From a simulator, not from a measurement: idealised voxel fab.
The following process module bears the name voxel local oxidation.
The cross-section on display is named cut; it measures 255 nm wide, and its cells are 5 nm squares.
When this document writes out a cross-section, it uses a grid of square cells and lists it as bands, beginning at the top and moving down, with a band standing for one or more rows of cells. Read a band's entry like this: the first values are the height of its top and the height of its bottom in nm, and what follows is the sequence of materials from left to right, each with its width in nm. Note that "empty" is empty space, and that a single material marked "everywhere" reaches across the band from edge to edge. For the purposes of this specification, 0 denotes the height below which the wafer in its as-received condition is composed wholly of one material, and the lowermost band, lacking a lower limit, extends downward without end, as expressed in "top 0, no bottom". Note: "30->40" means the width goes from the first number (top row of the band) to the second number (bottom row) in equal steps per row of cells. "nothing altered" means the step left every cell of the cross-section as it was. If an empty space has no open way to the top and is at least 8 cells in size, "Closed void catalog" lists it, written width x height at distance, where distance is measured from the left edge and every value is in nm. The remark found on a step's line after its settings is issued by the simulator itself and pertains to that step. overlay nm: where the mask lay relative to plan, measured to the right, on steps with a mask; negatives go left.

**Steps in the process plan**
step 1: RECEIVE | material Si
step 2: CONFORMAL_DEP | material SiO2 | thk nm 5
step 3: CONFORMAL_DEP | material SiN | thk nm 5
step 4: PATTERN | tone cover | mask id ACTIVE | material resist | width nm 105 | thk nm 15 | overlay nm 0
step 5: DIRECTIONAL_ETCH | etch materials SiN | depth nm 15
step 6: STRIP | etch materials resist
step 7: SELECTIVE_ETCH | etch materials SiO2 | depth nm 5
step 8: OXIDIZE | depth nm 10
step 9: STRIP | etch materials SiN
Split variable: thk nm, step 3. Plan value = first wafer. Wafers start alike.

**As received, i.e. after step 1: cross-section through the first of several wafers**
* top 0, no bottom  Si everywhere
* Closed void catalog: none

**Table: wafers, a row each; end-of-module cell change per material since receipt, gain (+), loss (-); then closed voids**
thk nm 5; -72 Si; +91 SiO2; Closed void catalog: none
thk nm 10; -72 Si; +91 SiO2; Closed void catalog: none
thk nm 15; -72 Si; +91 SiO2; Closed void catalog: none
thk nm 20; +51 SiO2; Closed void catalog: none
thk nm 25; +51 SiO2; Closed void catalog: none
thk nm 30; +51 SiO2; Closed void catalog: none
